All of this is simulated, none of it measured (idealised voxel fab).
Process module, titled voxel air gaps
210 nm wide, 5 nm square cells: that's cross-section cut.
A cross-section is a grid of square cells, given in bands from the top down. A band is one or more rows of cells. This entry defines a band. It first specifies the height of the band's top and the height of its bottom in nm, and then specifies the band's materials from left to right, stating each material with its width in nm. The word "full width" identifies a single material that fills the band from edge to edge, while the word "blank" identifies empty space. It should be noted that heights are counted from 0, beneath which the wafer as supplied is of one material throughout, and that the lowest band possesses no lower boundary but continues downward, as written in "0 and below". A two-number width, for instance "30..40", indicates that the width is equal to the first number in the top row of the band and to the second number in the bottom row, and that it changes by a constant amount per row of cells. A step reported as "nothing got changed" is a step in which no cell of the cross-section changed. Closed-off voids of 8+ cells (no open route to the top) go in "Internal closed voids", written width x height at distance from the left edge, in nm. The remark found on a step's line after its settings is issued by the simulator itself and pertains to that step. "overlay nm", when on a step's line for a step with a mask, measures how far to the right of its planned place the mask lay; a negative measure means to the left.
Below is the list of planned process steps:
- 1: RECEIVE,material Si
- 2: CONFORMAL_DEP,material SiO2,thk nm 10
- 3: CONFORMAL_DEP,material SiN,thk nm 5
- 4: DIRECTIONAL_DEP,material lowk,thk nm 40
- 5: PATTERN,tone open,mask id LINES,material resist,width nm 15,pitch nm 40,thk nm 15,overlay nm 0
- 6: DIRECTIONAL_ETCH,etch materials lowk,depth nm 40
- 7: STRIP,etch materials resist
- 8: CONFORMAL_DEP,material TiN,thk nm 5
- 9: FILL_DEP,material Ru,thk nm 10
- 10: CMP,height nm 55
- 11: EPI,material Ru,thk nm 10
- 12: SELECTIVE_ETCH,etch materials lowk,depth nm 50
- 13: CONFORMAL_DEP,material SiCN,thk nm 5
Below: the first of two wafers, run as planned:
Incoming wafer in cross-section (state: after step 1):
* 0 and below = Si full width
* Internal closed voids: none
Step 2 done - wafer cross-section:
* 10 down to 0 = SiO2 full width
* All layers under 0 are left as they were.
Step 3 done - wafer cross-section:
* 15 down to 10 = SiN full width
* All layers under 10 are left as they were.
Step 4 done - wafer cross-section:
* 55 down to 15 = lowk full width
* All layers under 15 are left as they were.
Step 5 done - wafer cross-section:
* 70 down to 55 = resist: 55 | blank: 15 | resist: 25 | blank: 15 | resist: 25 | blank: 15 | resist: 60
* All layers under 55 are left as they were.
Step 6 done - wafer cross-section:
* 70 down to 55 = resist: 55 | blank: 15 | resist: 25 | blank: 15 | resist: 25 | blank: 15 | resist: 60
* 55 down to 15 = lowk: 55 | blank: 15 | lowk: 25 | blank: 15 | lowk: 25 | blank: 15 | lowk: 60
* All layers under 15 are left as they were.
Step 7 done - wafer cross-section:
* 55 down to 15 = lowk: 55 | blank: 15 | lowk: 25 | blank: 15 | lowk: 25 | blank: 15 | lowk: 60
* All layers under 15 are left as they were.
Step 8 done - wafer cross-section:
* 60 down to 55 = TiN: 60 | blank: 5 | TiN: 35 | blank: 5 | TiN: 35 | blank: 5 | TiN: 65
* 55 down to 20 = lowk: 55 | TiN: 5 | blank: 5 | TiN: 5 | lowk: 25 | TiN: 5 | blank: 5 | TiN: 5 | lowk: 25 | TiN: 5 | blank: 5 | TiN: 5 | lowk: 60
* 20 down to 15 = lowk: 55 | TiN: 15 | lowk: 25 | TiN: 15 | lowk: 25 | TiN: 15 | lowk: 60
* All layers under 15 are left as they were.
Step 9 done - wafer cross-section:
* 70 down to 60 = Ru full width
* 60 down to 55 = TiN: 60 | Ru: 5 | TiN: 35 | Ru: 5 | TiN: 35 | Ru: 5 | TiN: 65
* 55 down to 20 = lowk: 55 | TiN: 5 | Ru: 5 | TiN: 5 | lowk: 25 | TiN: 5 | Ru: 5 | TiN: 5 | lowk: 25 | TiN: 5 | Ru: 5 | TiN: 5 | lowk: 60
* All layers under 20 are left as they were.
Step 10 done - wafer cross-section:
* 55 down to 20 = lowk: 55 | TiN: 5 | Ru: 5 | TiN: 5 | lowk: 25 | TiN: 5 | Ru: 5 | TiN: 5 | lowk: 25 | TiN: 5 | Ru: 5 | TiN: 5 | lowk: 60
* All layers under 20 are left as they were.
Step 11 done - wafer cross-section:
* 65 down to 55 = blank: 45 | Ru: 35 | blank: 5 | Ru: 35 | blank: 5 | Ru: 35 | blank: 50
* All layers under 55 are left as they were.
Step 12 done - wafer cross-section:
* 65 down to 55 = blank: 45 | Ru: 35 | blank: 5 | Ru: 35 | blank: 5 | Ru: 35 | blank: 50
* 55 down to 20 = blank: 55 | TiN: 5 | Ru: 5 | TiN: 5 | blank: 25 | TiN: 5 | Ru: 5 | TiN: 5 | blank: 25 | TiN: 5 | Ru: 5 | TiN: 5 | blank: 60
* 20 down to 15 = blank: 55 | TiN: 15 | blank: 25 | TiN: 15 | blank: 25 | TiN: 15 | blank: 60
* All layers under 15 are left as they were.
Step 13 done - wafer cross-section:
* 70 down to 65 = blank: 40 | SiCN: 125 | blank: 45
* 65 down to 55 = blank: 40 | SiCN: 5 | Ru: 35 | SiCN: 5 | Ru: 35 | SiCN: 5 | Ru: 35 | SiCN: 5 | blank: 45
* 55 down to 50 = blank: 40 | SiCN: 15 | TiN: 5 | Ru: 5 | TiN: 5 | SiCN: 25 | TiN: 5 | Ru: 5 | TiN: 5 | SiCN: 25 | TiN: 5 | Ru: 5 | TiN: 5 | SiCN: 15 | blank: 45
* 50 down to 20 = blank: 50 | SiCN: 5 | TiN: 5 | Ru: 5 | TiN: 5 | SiCN: 5 | blank: 15 | SiCN: 5 | TiN: 5 | Ru: 5 | TiN: 5 | SiCN: 5 | blank: 15 | SiCN: 5 | TiN: 5 | Ru: 5 | TiN: 5 | SiCN: 5 | blank: 55
* 20 down to 15 = SiCN: 55 | TiN: 15 | SiCN: 25 | TiN: 15 | SiCN: 25 | TiN: 15 | SiCN: 60
* All layers under 15 are left as they were.
* Internal closed voids: 15 x 30 at 75; 15 x 30 at 115
Wafer two of two - same starting point, same process plan, one mistake in execution; matches wafer one up to and including step 9:
Look at the second wafer in cross-section at the time step 10 ought to have finished: nothing got changed
Look at the second wafer in cross-section at the time step 11 ought to have finished:
* 80 down to 60 = Ru full width
* All layers under 60 are left as they were.
Look at the second wafer in cross-section at the time step 12 ought to have finished: nothing got changed
Look at the second wafer in cross-section at the time step 13 ought to have finished:
* 85 down to 80 = SiCN full width
* All layers under 80 are left as they were.
Nonconformance to the process plan: step 10 of the plan was jumped over and never run
Final tally in cells, some materials are higher or lower on the second wafer than on the first: Ru: 129 more | SiCN: 76 fewer | TiN: 39 more | lowk: 264 more
By the end, 2 closed voids are present in the first wafer and 0 in the second.
